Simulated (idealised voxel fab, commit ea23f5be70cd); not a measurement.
You're looking at the process module voxel self aligned contacts.
Section shown: cut. Width: 300 nm. Cell size: 5 nm, square.
Each cross-section below is a grid of square cells, stated as bands in top-down order, with one or more rows of cells making up each band.
Top height, bottom height, nm. Materials left to right, width each, nm. Single material + "edge to edge" = fills band edge to edge. "empty" = empty.
Measure heights from 0. That's the level where, below it, the as-received wafer is all one material. The lowest band is bottomless and extends downward; write it as in "0 -> down".
Read "30->40" as a graded width: first number on top, second number at the bottom, same change between each pair of neighbouring rows.
Reading "remained the same" for a step: not a cell of the cross-section changed in it.
Look at "Closed void roster" for the closed voids: empty spaces with no open path to the top, sized 8 cells or up. Each is width x height at distance, distance from the left edge, all nm.
Read whatever lies past the settings on a step's line as the simulator's own remark about the step.
"overlay nm" answers the question of how far to the right of plan the mask lay on a step that has a mask, and when it is negative the answer is to the left.
List of planned process steps
1. RECEIVE, material Si
2. CONFORMAL_DEP, material SiO2, thk nm 5
3. DIRECTIONAL_DEP, material polySi, thk nm 25
4. DIRECTIONAL_DEP, material SiN, thk nm 20
5. DIRECTIONAL_DEP, material aC, thk nm 10
6. PATTERN, tone cover, mask id GATE, material resist, width nm 25, pitch nm 55, thk nm 30, overlay nm 0
7. DIRECTIONAL_ETCH, etch materials aC, depth nm 10
8. STRIP, etch materials resist
9. DIRECTIONAL_ETCH, etch materials SiN, depth nm 20
10. DIRECTIONAL_ETCH, etch materials polySi, depth nm 25
11. STRIP, etch materials aC
12. CONFORMAL_DEP, material SiN, thk nm 5
13. DIRECTIONAL_ETCH, etch materials SiN, depth nm 5
14. FILL_DEP, material SiO2, thk nm 10
15. CMP, height nm 55
16. MASKED_ETCH, tone open, mask id CONTACT, width nm 40, pitch nm 55, etch materials SiO2, depth nm 55, overlay nm 0
17. CONFORMAL_DEP, material TiN, thk nm 5
18. FILL_DEP, material W, thk nm 5
19. CMP, height nm 55
20. CONFORMAL_DEP, material SiCN, thk nm 5
Cross-section: wafer on arrival = after step 1
* 0 -> down = Si edge to edge
* Closed void roster: none
Sectioned view, first of two wafers, at the close of the module, processed as intended in the plan
* 60 -> 55 = SiCN edge to edge
* 55 -> 50 = 100 SiO2 / 15 TiN / 10 W / 15 TiN / 15 SiO2 / 15 TiN / 10 W / 15 TiN / 105 SiO2
* 50 -> 30 = 75 SiO2 / 35 SiN / 5 TiN / 10 W / 5 TiN / 35 SiN / 5 TiN / 10 W / 5 TiN / 35 SiN / 80 SiO2
* 30 -> 5 = 75 SiO2 / 5 SiN / 25 polySi / 5 SiN / 5 TiN / 10 W / 5 TiN / 5 SiN / 25 polySi / 5 SiN / 5 TiN / 10 W / 5 TiN / 5 SiN / 25 polySi / 5 SiN / 80 SiO2
* 5 -> 0 = 110 SiO2 / 20 TiN / 35 SiO2 / 20 TiN / 115 SiO2
* 0 -> down = Si edge to edge
* Closed void roster: none
Wafer two (of two), end-of-module cross-section: start = wafer one, plan = wafer one, one run mistake
* 60 -> 55 = SiCN edge to edge
* 55 -> 30 = 65 SiO2 / 165 SiN / 70 SiO2
* 30 -> 15 = 65 SiO2 / 15 SiN / 25 polySi / 30 SiN / 25 polySi / 30 SiN / 25 polySi / 15 SiN / 70 SiO2
* 15 -> 5 = 80 SiN / 25 polySi / 30 SiN / 25 polySi / 30 SiN / 25 polySi / 85 SiN
* 5 -> 0 = SiO2 edge to edge
* 0 -> down = Si edge to edge
* Closed void roster: none
Processing error: not per plan at step 12, really ran CONFORMAL_DEP, material SiN, thk nm 15
At the finish, the second wafer shows more or fewer cells for some materials than the first does: 195 more of SiN | 99 fewer of SiO2 | 56 fewer of TiN | 40 fewer of W
